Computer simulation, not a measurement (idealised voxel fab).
Name of the process module below: voxel self aligned vias
220 nm wide, 5 nm square cells: that's cross-section cut.
Cross-section = grid of square cells, listed top down in bands; band = one or more rows. The entry gives the band's vertical extent as a top height and a bottom height in nm, then its horizontal make-up as materials from left to right, each with a width in nm. "blank" stands for empty space; a single material marked "edge to edge" fills the band edge to edge. Heights are measured from 0, the level below which the as-received wafer is all one material; the lowest band has no bottom and continues downward, written as in "0..down". Graded width ("30..40"): value in top row of band = first number; value in bottom row = second number; row-to-row change constant. Given "left unchanged" for a step, no cell of the cross-section differs between before and after that step. You'll see "Voids, enclosed" listing empty spaces that have no way open to the top, as long as they're 8 cells or more; the notation is width x height at distance, where the distance is from the left edge, and all of it is in nm. Post-settings text on a step line: simulator's own remark regarding the step. A step line may carry the setting "overlay nm", which, for steps involving a mask, states the distance by which the mask lay to the right of its intended position; negative values denote displacement to the left.
THE STEPS PLANNED FOR THE PROCESS ARE AS FOLLOWS
| 1 | RECEIVE (material Si) |
| 2 | CONFORMAL_DEP (material SiO2; thk nm 10) |
| 3 | CONFORMAL_DEP (material SiCN; thk nm 5) |
| 4 | DIRECTIONAL_DEP (material SiO2; thk nm 20) |
| 5 | MASKED_ETCH (tone open; mask id LINES; width nm 15; pitch nm 65; etch materials SiO2; depth nm 20; overlay nm 0) |
| 6 | CONFORMAL_DEP (material TiN; thk nm 5) |
| 7 | FILL_DEP (material W; thk nm 10) |
| 8 | CMP (height nm 35) |
| 9 | SELECTIVE_ETCH (etch materials W Ru TiN; depth nm 5) |
| 10 | FILL_DEP (material SiN; thk nm 5) |
| 11 | CMP (height nm 35) |
| 12 | DIRECTIONAL_DEP (material SiO2; thk nm 15) |
| 13 | MASKED_ETCH (tone open; mask id VIAS; width nm 35; etch materials SiO2; depth nm 15; overlay nm 0) |
| 14 | MASKED_ETCH (tone open; mask id VIAS; width nm 35; etch materials SiN; depth nm 5; overlay nm 0) |
| 15 | CONFORMAL_DEP (material TiN; thk nm 5) |
| 16 | FILL_DEP (material Cu; thk nm 5) |
| 17 | CMP (height nm 50) |
| 18 | CONFORMAL_DEP (material SiCN; thk nm 5) |
The wafers in this document start out alike and differ in the width nm applied at step 5; the plan shows the value used for the first wafer.
AS-RECEIVED STATE AFTER STEP 1, FIRST OF SEVERAL WAFERS, CROSS-SECTION
* 0..down = Si edge to edge
* Voids, enclosed: none
SHOWN IN CROSS-SECTION: THE FIRST OF SEVERAL WAFERS AT THE END OF THE MODULE, AFTER ITS LAST STEP, STEP 18
* 55..50 = SiCN edge to edge
* 50..40 = 60 SiO2; 5 TiN; 25 Cu; 5 TiN; 125 SiO2
* 40..35 = 60 SiO2; 15 TiN; 5 Cu; 15 TiN; 125 SiO2
* 35..30 = 70 SiO2; 15 TiN; 50 SiO2; 15 SiN; 70 SiO2
* 30..20 = 70 SiO2; 5 TiN; 5 W; 5 TiN; 50 SiO2; 5 TiN; 5 W; 5 TiN; 70 SiO2
* 20..15 = 70 SiO2; 15 TiN; 50 SiO2; 15 TiN; 70 SiO2
* 15..10 = SiCN edge to edge
* 10..0 = SiO2 edge to edge
* 0..down = Si edge to edge
* Voids, enclosed: none
CROSS-SECTION, LAST WAFER, MODULE COMPLETION
* 55..50 = SiCN edge to edge
* 50..35 = 60 SiO2; 5 TiN; 25 Cu; 5 TiN; 125 SiO2
* 35..30 = 60 SiO2; 35 TiN; 5 SiN; 25 SiO2; 40 SiN; 55 SiO2
* 30..20 = 60 SiO2; 5 TiN; 30 W; 5 TiN; 25 SiO2; 5 TiN; 30 W; 5 TiN; 55 SiO2
* 20..15 = 60 SiO2; 40 TiN; 25 SiO2; 40 TiN; 55 SiO2
* 15..10 = SiCN edge to edge
* 10..0 = SiO2 edge to edge
* 0..down = Si edge to edge
* Voids, enclosed: none
TAKE ANY ROW AND YOU HAVE A WAFER AT THE END OF THE MODULE: HOW MANY CELLS OF EACH MATERIAL IT HAS GAINED (+) OR LOST (-) SINCE IT WAS RECEIVED, AND THEN ITS CLOSED VOIDS
width nm 15; +11 Cu; +88 SiCN; +3 SiN; +351 SiO2; +27 TiN; +4 W; Voids, enclosed: none
width nm 20; +12 Cu; +88 SiCN; +4 SiN; +343 SiO2; +29 TiN; +8 W; Voids, enclosed: none
width nm 25; +13 Cu; +88 SiCN; +5 SiN; +335 SiO2; +31 TiN; +12 W; Voids, enclosed: none
width nm 30; +14 Cu; +88 SiCN; +6 SiN; +327 SiO2; +33 TiN; +16 W; Voids, enclosed: none
width nm 35; +15 Cu; +88 SiCN; +7 SiN; +319 SiO2; +35 TiN; +20 W; Voids, enclosed: none
width nm 40; +15 Cu; +88 SiCN; +9 SiN; +311 SiO2; +37 TiN; +24 W; Voids, enclosed: none
